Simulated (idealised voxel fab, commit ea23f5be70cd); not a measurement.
Presented below is a process module, voxel spacer lines.
Shown is cross-section cut, with a width of 280 nm and square cells of size 5 nm.
Just so we're on the same page, the cross-sections are grids of square cells, and they're listed out in bands top to bottom, each band one or more rows deep.
For a band, the entry starts with two heights in nm, that of the top and then that of the bottom, and carries on with the band's materials in order from left to right, each alongside its width in nm; the word "everywhere" beside a single material means it fills the band edge to edge, and "air" means empty space.
Height 0 is the level under which the wafer as received is all one material. The lowest band goes on downwards, as in "from 0 down".
Width "30->40": first value at the band's top row of cells, second value at its bottom row, equal change from row to row.
A step reported as "identical to before" is a step in which no cell of the cross-section changed.
Empty spaces counting at least 8 cells and having no open way to the top are listed in "Completely sealed voids". The notation width x height at distance is used for each, the distance being from the left edge and all three values in nm.
Read whatever lies past the settings on a step's line as the simulator's own remark about the step.
overlay nm: step with mask; distance mask lay right of planned place; negative value = left of planned place.

[Steps planned for the process]
| 1 | RECEIVE [material Si] |
| 2 | CONFORMAL_DEP [material SiO2] [thk nm 5] |
| 3 | DIRECTIONAL_DEP [material TiN] [thk nm 10] |
| 4 | DIRECTIONAL_DEP [material polySi] [thk nm 25] |
| 5 | PATTERN [tone cover] [mask id MANDREL] [material resist] [width nm 15] [pitch nm 50] [thk nm 30] [overlay nm 0] |
| 6 | DIRECTIONAL_ETCH [etch materials polySi] [depth nm 25] |
| 7 | STRIP [etch materials resist] |
| 8 | CONFORMAL_DEP [material SiN] [thk nm 10] |
| 9 | DIRECTIONAL_ETCH [etch materials SiN] [depth nm 10] |
| 10 | STRIP [etch materials polySi] |
| 11 | DIRECTIONAL_ETCH [etch materials TiN] [depth nm 10] |
| 12 | STRIP [etch materials SiN] |
All wafers enter the flow in the same state. The width nm at step 5 differs from wafer to wafer, and the plan gives the value for the first wafer.

[Cut through the first of several wafers as received, post step 1]
> from 0 down: Si everywhere
> Completely sealed voids: none

[First of several wafers: cross-section at the end of the module, after step 12, its last step]
> from 15 to 5: air 70, TiN 10, air 15, TiN 10, air 15, TiN 10, air 15, TiN 10, air 15, TiN 10, air 15, TiN 10, air 75
> from 5 to 0: SiO2 everywhere
> from 0 down: Si everywhere
> Completely sealed voids: none

[Here's the last wafer cross-sectioned at the end of the module]
> from 15 to 5: air 65, TiN 10, air 30, TiN 20, air 30, TiN 20, air 30, TiN 10, air 65
> from 5 to 0: SiO2 everywhere
> from 0 down: Si everywhere
> Completely sealed voids: none

[Here is how to read the rows: every wafer has a row, and it shows the wafer at the end of the module, giving for each material how many cells were gained (+) or lost (-) since the wafer was received, then listing its closed voids]
width nm 15; +56 SiO2; +24 TiN; Completely sealed voids: none
width nm 20; +56 SiO2; +24 TiN; Completely sealed voids: none
width nm 25; +56 SiO2; +24 TiN; Completely sealed voids: none
width nm 30; +56 SiO2; +24 TiN; Completely sealed voids: none
